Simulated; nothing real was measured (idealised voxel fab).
The process module presented herein is designated voxel spacer lines.
This is section cut - it's 225 nm across, gridded in 5 nm square cells.
Bands, listed from the top down, are how a cross-section gets written in this document; the cross-section itself is a grid of square cells, and a band is one or more rows of them. This entry defines a band. It first specifies the height of the band's top and the height of its bottom in nm, and then specifies the band's materials from left to right, stating each material with its width in nm. The word "throughout" identifies a single material that fills the band from edge to edge, while the word "blank" identifies empty space. It should be noted that heights are counted from 0, beneath which the wafer as supplied is of one material throughout, and that the lowest band possesses no lower boundary but continues downward, as written in "0 down". With a width like "30..40", each row of cells in the band differs from the next by the same amount, the top row carrying the first number and the bottom row the second. What does "same as before" mean for a step? It means no cell of the cross-section changed in that step. "Closed void entries" specifies each empty space that is not open to the top and that occupies no fewer than 8 cells, using the form width x height at distance, the distance measured from the left edge and all three quantities in nm. It should be noted that, on the line of a given step, the content following the step's settings is a remark produced by the simulator itself with respect to that step. "overlay nm", when on a step's line for a step with a mask, measures how far to the right of its planned place the mask lay; a negative measure means to the left.

This section lists the process steps that were planned
1 RECEIVE (material Si)
2 CONFORMAL_DEP (material SiO2; thk nm 5)
3 DIRECTIONAL_DEP (material TiN; thk nm 20)
4 DIRECTIONAL_DEP (material polySi; thk nm 25)
5 PATTERN (tone cover; mask id MANDREL; material resist; width nm 15; pitch nm 50; thk nm 35; overlay nm 0)
6 DIRECTIONAL_ETCH (etch materials polySi; depth nm 25)
7 STRIP (etch materials resist)
8 CONFORMAL_DEP (material SiN; thk nm 10)
9 DIRECTIONAL_ETCH (etch materials SiN; depth nm 10)
10 STRIP (etch materials polySi)
11 DIRECTIONAL_ETCH (etch materials TiN; depth nm 20)
12 STRIP (etch materials SiN)

Delivered wafer in cross-section: state after step 1
> 0 down = Si throughout
> Closed void entries: none

Here's the cross-section of the first of our two wafers at the end of the module - it ran as planned
> 25 to 5 = blank=45 | TiN=10 | blank=15 | TiN=10 | blank=15 | TiN=10 | blank=15 | TiN=10 | blank=15 | TiN=10 | blank=15 | TiN=10 | blank=45
> 5 to 0 = SiO2 throughout
> 0 down = Si throughout
> Closed void entries: none

The second wafer, shown in cross-section after the module: started the same way as the first and given the same plan, yet one mistake crept into how it was run
> 45 to 25 = blank=45 | TiN=10 | blank=15 | TiN=10 | blank=15 | TiN=10 | blank=15 | TiN=10 | blank=15 | TiN=10 | blank=15 | TiN=10 | blank=45
> 25 to 5 = TiN throughout
> 5 to 0 = SiO2 throughout
> 0 down = Si throughout
> Closed void entries: none
Where did the run depart from the plan? step 3, plan: ran twice
FYI, end of process, the second wafer has more or fewer cells of some materials than the first: TiN: 180 more
